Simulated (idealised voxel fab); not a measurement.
This section sets out a process module, namely voxel double patterning.
Pictured: cross-section cut, 260 nm wide, on a grid of 5 nm square cells.
We lay out every cross-section as a grid of square cells and spell it out in bands from the top down, where one band means one or more rows of cells. Basically the band line says how high the top is and how high the bottom is, in nm, and then what's in it from left to right, every material with its width in nm. Empty space shows up as "air", and if a single material carries "all across" it runs the full band edge to edge. The reference from which all heights are counted is 0, the level beneath which the as-received wafer is entirely one material; the lowest band, having no lower bound, proceeds downward and is written after the example "0 nm and below". Width "30->40": first value at the band's top row of cells, second value at its bottom row, equal change from row to row. Given "left unchanged" for a step, no cell of the cross-section differs between before and after that step. "Closed void listing" specifies each empty space that is not open to the top and that occupies no fewer than 8 cells, using the form width x height at distance, the distance measured from the left edge and all three quantities in nm. Note: text after step settings on the step line = simulator remark on that step. overlay nm: for a step with a mask, the amount by which the mask lay right of where it was planned; a negative amount means left of it.
Process steps foreseen in the plan
1 RECEIVE with material Si
2 CONFORMAL_DEP with material SiN, thk nm 5
3 DIRECTIONAL_DEP with material SiO2, thk nm 15
4 DIRECTIONAL_DEP with material SiCN, thk nm 10
5 MASKED_ETCH with tone open, mask id FIRST, width nm 15, pitch nm 50, etch materials SiCN, depth nm 10, overlay nm 0
6 DIRECTIONAL_DEP with material aC, thk nm 15
7 PATTERN with tone open, mask id SECOND, material resist, width nm 15, pitch nm 50, thk nm 35, overlay nm 0
8 DIRECTIONAL_ETCH with etch materials aC, depth nm 15
9 STRIP with etch materials resist
10 DIRECTIONAL_ETCH with etch materials SiCN, depth nm 10
11 STRIP with etch materials aC
12 DIRECTIONAL_ETCH with etch materials SiO2, depth nm 15
13 STRIP with etch materials SiCN
Cross-section of the incoming wafer, state after step 1
    0 nm and below = Si all across
    Closed void listing: none
End state of the module in cross-section, given the above starting point and plan and one mistake in execution
    20 nm to 15 nm = SiO2=70; air=15; SiO2=10; air=15; SiO2=10; air=15; SiO2=10; air=15; SiO2=10; air=15; SiO2=75
    15 nm to 5 nm = SiO2 all across
    5 nm to 0 nm = SiN all across
    0 nm and below = Si all across
    Closed void listing: none
Deviation noted in wafer processing: step 12: run off-plan, actual operation and settings DIRECTIONAL_ETCH with etch materials SiO2, depth nm 5
